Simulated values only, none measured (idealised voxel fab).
process module | voxel ribs on slabs
cross-section cut | 140 nm wide | cells 5 nm
A cross-section is a grid of square cells, given in bands from the top down. A band is one or more rows of cells.
Each band's line starts with the height of the band's top and of its bottom, in nm. Then come its materials from left to right, each with its width in nm. One material with "throughout" fills the band from edge to edge. "air" is empty space.
Height 0 is the level under which the wafer as received is all one material. The lowest band goes on downwards, as in "0 down".
A width such as "30 to 40" changes by the same amount from each row of cells to the next, from the band's top row to its bottom row.
"no change" after a step means that no cell of the cross-section changed.
closed voids: empty space of 8 cells or more with no open way to the top, each as width x height at its distance from the left edge, in nm
after a step's settings: what the simulator itself notes on the step
overlay nm, on a step with a mask: how far to the right of its planned place the mask lay; to the left if negative
plan
1 op RECEIVE | material Si
2 op DIRECTIONAL_DEP | material SiO2 | thk nm 25
3 op DIRECTIONAL_DEP | material polySi | thk nm 25
4 op MASKED_ETCH | tone cover | mask id RIB | width nm 25 | etch materials polySi | depth nm 20 | overlay nm 0
5 op MASKED_ETCH | tone cover | mask id SLAB | width nm 85 | etch materials polySi | depth nm 5 | overlay nm 0
6 op FILL_DEP | material SiO2 | thk nm 15
7 op CMP | height nm 60
8 op DIRECTIONAL_DEP | material TiN | thk nm 10
9 op MASKED_ETCH | tone cover | mask id HEATER | width nm 35 | etch materials TiN | depth nm 10 | overlay nm 0
10 op CONFORMAL_DEP | material SiO2 | thk nm 5
first wafer, as planned
as received, after step 1
  0 down: Si throughout
  closed voids: none
after step 2
  25 to 0: SiO2 throughout
  below 0: unchanged
after step 3
  50 to 25: polySi throughout
  below 25: unchanged
after step 4
  50 to 30: air 55 | polySi 25 | air 60
  below 30: unchanged
after step 5
  50 to 30: air 55 | polySi 25 | air 60
  30 to 25: air 25 | polySi 85 | air 30
  below 25: unchanged
after step 6
  65 to 50: SiO2 throughout
  50 to 30: SiO2 55 | polySi 25 | SiO2 60
  30 to 25: SiO2 25 | polySi 85 | SiO2 30
  below 25: unchanged
after step 7
  60 to 50: SiO2 throughout
  below 50: unchanged
after step 8
  70 to 60: TiN throughout
  below 60: unchanged
after step 9
  70 to 60: air 50 | TiN 35 | air 55
  below 60: unchanged
after step 10
  75 to 70: air 45 | SiO2 45 | air 50
  70 to 65: air 45 | SiO2 5 | TiN 35 | SiO2 5 | air 50
  65 to 60: SiO2 50 | TiN 35 | SiO2 55
  below 60: unchanged
second wafer: like start, like plan, one mistake. Through step 2 it matches the first wafer
when step 3 should have ended
  75 to 25: polySi throughout
  below 25: unchanged
when step 4 should have ended
  75 to 55: air 55 | polySi 25 | air 60
  below 55: unchanged
when step 5 should have ended
  75 to 55: air 55 | polySi 25 | air 60
  55 to 50: air 25 | polySi 85 | air 30
  below 50: unchanged
when step 6 should have ended
  90 to 75: SiO2 throughout
  75 to 55: SiO2 55 | polySi 25 | SiO2 60
  55 to 50: SiO2 25 | polySi 85 | SiO2 30
  below 50: unchanged
when step 7 should have ended
  60 to 50: SiO2 55 to 25 | polySi 25 to 85 | SiO2 60 to 30
  below 50: unchanged
when step 8 should have ended
  70 to 60: TiN throughout
  below 60: unchanged
when step 9 should have ended
  70 to 60: air 50 | TiN 35 | air 55
  below 60: unchanged
when step 10 should have ended
  75 to 70: air 45 | SiO2 45 | air 50
  70 to 65: air 45 | SiO2 5 | TiN 35 | SiO2 5 | air 50
  65 to 60: SiO2 50 | TiN 35 | SiO2 55
  below 60: unchanged
what went wrong: step 3 was run twice
at the end the second wafer has, in cells: 125 fewer of SiO2 | 125 more of polySi
